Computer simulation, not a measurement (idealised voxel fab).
process module | voxel transistor to metal
cross-section cut | 170 nm wide | cells 5 nm
A cross-section is a grid of square cells, given in bands from the top down. A band is one or more rows of cells.
Each band's line starts with the height of the band's top and of its bottom, in nm. Then come its materials from left to right, each with its width in nm. One material with "throughout" fills the band from edge to edge. "air" is empty space.
Height 0 is the level under which the wafer as received is all one material. The lowest band goes on downwards, as in "0 down".
A width such as "30 to 40" changes by the same amount from each row of cells to the next, from the band's top row to its bottom row.
"no change" after a step means that no cell of the cross-section changed.
closed voids: empty space of 8 cells or more with no open way to the top, each as width x height at its distance from the left edge, in nm
after a step's settings: what the simulator itself notes on the step
overlay nm, on a step with a mask: how far to the right of its planned place the mask lay; to the left if negative
plan
1 op RECEIVE | material Si
2 op OXIDIZE | depth nm 5
3 op CONFORMAL_DEP | material SiN | thk nm 10
4 op PATTERN | tone cover | mask id ACTIVE | material resist | width nm 95 | thk nm 20 | overlay nm 0
5 op DIRECTIONAL_ETCH | etch materials SiN | depth nm 10
6 op DIRECTIONAL_ETCH | etch materials SiO2 | depth nm 5
7 op DIRECTIONAL_ETCH | etch materials Si | depth nm 35
8 op STRIP | etch materials resist
9 op OXIDIZE | depth nm 5
10 op FILL_DEP | material SiO2 | thk nm 15
11 op CMP | height nm 10
12 op SELECTIVE_ETCH | etch materials SiO2 | depth nm 10
13 op STRIP | etch materials SiN
14 op SELECTIVE_ETCH | etch materials SiO2 | depth nm 5
15 op OXIDIZE | depth nm 5
16 op DIRECTIONAL_DEP | material polySi | thk nm 25
17 op DIRECTIONAL_DEP | material SiCN | thk nm 10
18 op MASKED_ETCH | tone cover | mask id GATE | width nm 25 | etch materials SiCN | depth nm 20 | overlay nm 0
19 op MASKED_ETCH | tone cover | mask id GATE | width nm 25 | etch materials polySi | depth nm 35 | overlay nm 0
20 op CONFORMAL_DEP | material SiO2 | thk nm 5
21 op DIRECTIONAL_ETCH | etch materials SiO2 | depth nm 5
22 op CONFORMAL_DEP | material SiN | thk nm 10
23 op DIRECTIONAL_ETCH | etch materials SiN | depth nm 10
24 op DIRECTIONAL_ETCH | etch materials SiO2 | depth nm 5
25 op EPI | material pSi | thk nm 5
26 op FILL_DEP | material SiO2 | thk nm 10
27 op CMP | height nm 20
28 op STRIP | etch materials polySi
29 op SELECTIVE_ETCH | etch materials SiO2 | depth nm 5
30 op CONFORMAL_DEP | material HfO2 | thk nm 5
31 op CONFORMAL_DEP | material TiN | thk nm 5
32 op FILL_DEP | material W | thk nm 10
33 op CMP | height nm 15
34 op DIRECTIONAL_DEP | material SiO2 | thk nm 15
35 op MASKED_ETCH | tone open | mask id CONTACT | width nm 15 | pitch nm 70 | etch materials SiO2 | depth nm 35 | overlay nm 0
36 op CONFORMAL_DEP | material TiN | thk nm 5
37 op FILL_DEP | material W | thk nm 10
38 op CMP | height nm 30
39 op CONFORMAL_DEP | material SiN | thk nm 5
40 op DIRECTIONAL_DEP | material lowk | thk nm 20
41 op MASKED_ETCH | tone open | mask id METAL_1 | width nm 15 | pitch nm 70 | etch materials lowk | depth nm 20 | overlay nm 0
42 op MASKED_ETCH | tone open | mask id METAL_1 | width nm 15 | pitch nm 70 | etch materials SiN | depth nm 5 | overlay nm 0
43 op CONFORMAL_DEP | material TiN | thk nm 5
44 op FILL_DEP | material W | thk nm 5
45 op CMP | height nm 55
46 op EPI | material Ru | thk nm 5
47 op FILL_DEP | material SiCN | thk nm 5
as received, after step 1
  0 down: Si throughout
  closed voids: none
a wafer at the end: this start, this plan, one mistake
  65 to 60: SiCN throughout
  60 to 55: SiCN 35 | Ru 25 | SiCN 45 | Ru 25 | SiCN 40
  55 to 35: lowk 40 | TiN 5 | W 5 | TiN 5 | lowk 55 | TiN 5 | W 5 | TiN 5 | lowk 45
  35 to 30: SiN 40 | TiN 15 | SiN 55 | TiN 15 | SiN 45
  30 to 20: W 35 | TiN 5 | SiO2 15 | TiN 5 | W 45 | TiN 5 | SiO2 15 | TiN 5 | W 40
  20 to 15: W 35 | TiN 5 | SiO2 15 | TiN 55 | SiO2 15 | TiN 5 | W 40
  15 to 0: W 35 | TiN 5 | SiO2 15 | SiN 10 | HfO2 5 | TiN 5 | W 15 | TiN 5 | HfO2 5 | SiN 10 | SiO2 15 | TiN 5 | W 40
  0 to -5: TiN 40 | SiO2 15 | SiN 10 | HfO2 5 | TiN 25 | HfO2 5 | SiN 10 | SiO2 15 | TiN 45
  -5 to -10: SiO2 35 | pSi 20 | SiO2 10 | HfO2 35 | SiO2 10 | pSi 20 | SiO2 40
  -10 to -45: SiO2 40 | Si 85 | SiO2 45
  -45 down: Si throughout
  closed voids: none
what went wrong: step 35 ran as: op MASKED_ETCH | tone cover | mask id CONTACT | width nm 15 | pitch nm 70 | etch materials SiO2 | depth nm 35 | overlay nm 0
